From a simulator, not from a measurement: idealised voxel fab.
process module | voxel trench capacitor
cross-section cut | 190 nm wide | cells 5 nm
A cross-section is a grid of square cells, given in bands from the top down. A band is one or more rows of cells.
Each band's line starts with the height of the band's top and of its bottom, in nm. Then come its materials from left to right, each with its width in nm. One material with "throughout" fills the band from edge to edge. "air" is empty space.
Height 0 is the level under which the wafer as received is all one material. The lowest band goes on downwards, as in "0 down".
A width such as "30 to 40" changes by the same amount from each row of cells to the next, from the band's top row to its bottom row.
"no change" after a step means that no cell of the cross-section changed.
closed voids: empty space of 8 cells or more with no open way to the top, each as width x height at its distance from the left edge, in nm
after a step's settings: what the simulator itself notes on the step
overlay nm, on a step with a mask: how far to the right of its planned place the mask lay; to the left if negative
plan
1 op RECEIVE | material Si
2 op CONFORMAL_DEP | material SiN | thk nm 5
3 op DIRECTIONAL_DEP | material aC | thk nm 10
4 op PATTERN | tone open | mask id TRENCH | material resist | width nm 30 | pitch nm 55 | thk nm 25 | overlay nm 0
5 op DIRECTIONAL_ETCH | etch materials aC | depth nm 10
6 op STRIP | etch materials resist
7 op DIRECTIONAL_ETCH | etch materials SiN | depth nm 5
8 op DIRECTIONAL_ETCH | etch materials Si | depth nm 30
9 op STRIP | etch materials aC
10 op CONFORMAL_DEP | material HfO2 | thk nm 5
11 op CONFORMAL_DEP | material TiN | thk nm 5
12 op FILL_DEP | material W | thk nm 10
13 op CMP | height nm 5
as received, after step 1
  0 down: Si throughout
  closed voids: none
first wafer at the end, as planned
  5 to 0: SiN 25 | HfO2 5 | TiN 5 | W 10 | TiN 5 | HfO2 5 | SiN 25 | HfO2 5 | TiN 5 | W 10 | TiN 5 | HfO2 5 | SiN 25 | HfO2 5 | TiN 5 | W 10 | TiN 5 | HfO2 5 | SiN 25
  0 to -20: Si 25 | HfO2 5 | TiN 5 | W 10 | TiN 5 | HfO2 5 | Si 25 | HfO2 5 | TiN 5 | W 10 | TiN 5 | HfO2 5 | Si 25 | HfO2 5 | TiN 5 | W 10 | TiN 5 | HfO2 5 | Si 25
  -20 to -25: Si 25 | HfO2 5 | TiN 20 | HfO2 5 | Si 25 | HfO2 5 | TiN 20 | HfO2 5 | Si 25 | HfO2 5 | TiN 20 | HfO2 5 | Si 25
  -25 to -30: Si 25 | HfO2 30 | Si 25 | HfO2 30 | Si 25 | HfO2 30 | Si 25
  -30 down: Si throughout
  closed voids: none
second wafer at the end: like start, like plan, one mistake
  5 to 0: SiN 25 | HfO2 5 | TiN 5 | W 10 | TiN 5 | HfO2 5 | SiN 25 | HfO2 5 | TiN 5 | W 10 | TiN 5 | HfO2 5 | SiN 25 | HfO2 5 | TiN 5 | W 10 | TiN 5 | HfO2 5 | SiN 25
  0 to -25: Si 25 | HfO2 5 | TiN 5 | W 10 | TiN 5 | HfO2 5 | Si 25 | HfO2 5 | TiN 5 | W 10 | TiN 5 | HfO2 5 | Si 25 | HfO2 5 | TiN 5 | W 10 | TiN 5 | HfO2 5 | Si 25
  -25 to -30: Si 25 | HfO2 5 | TiN 20 | HfO2 5 | Si 25 | HfO2 5 | TiN 20 | HfO2 5 | Si 25 | HfO2 5 | TiN 20 | HfO2 5 | Si 25
  -30 to -35: Si 25 | HfO2 30 | Si 25 | HfO2 30 | Si 25 | HfO2 30 | Si 25
  -35 down: Si throughout
  closed voids: none
what went wrong: step 8 ran as: op DIRECTIONAL_ETCH | etch materials Si | depth nm 35
at the end the second wafer has, in cells: 6 more of HfO2 | 18 fewer of Si | 6 more of TiN | 6 more of W
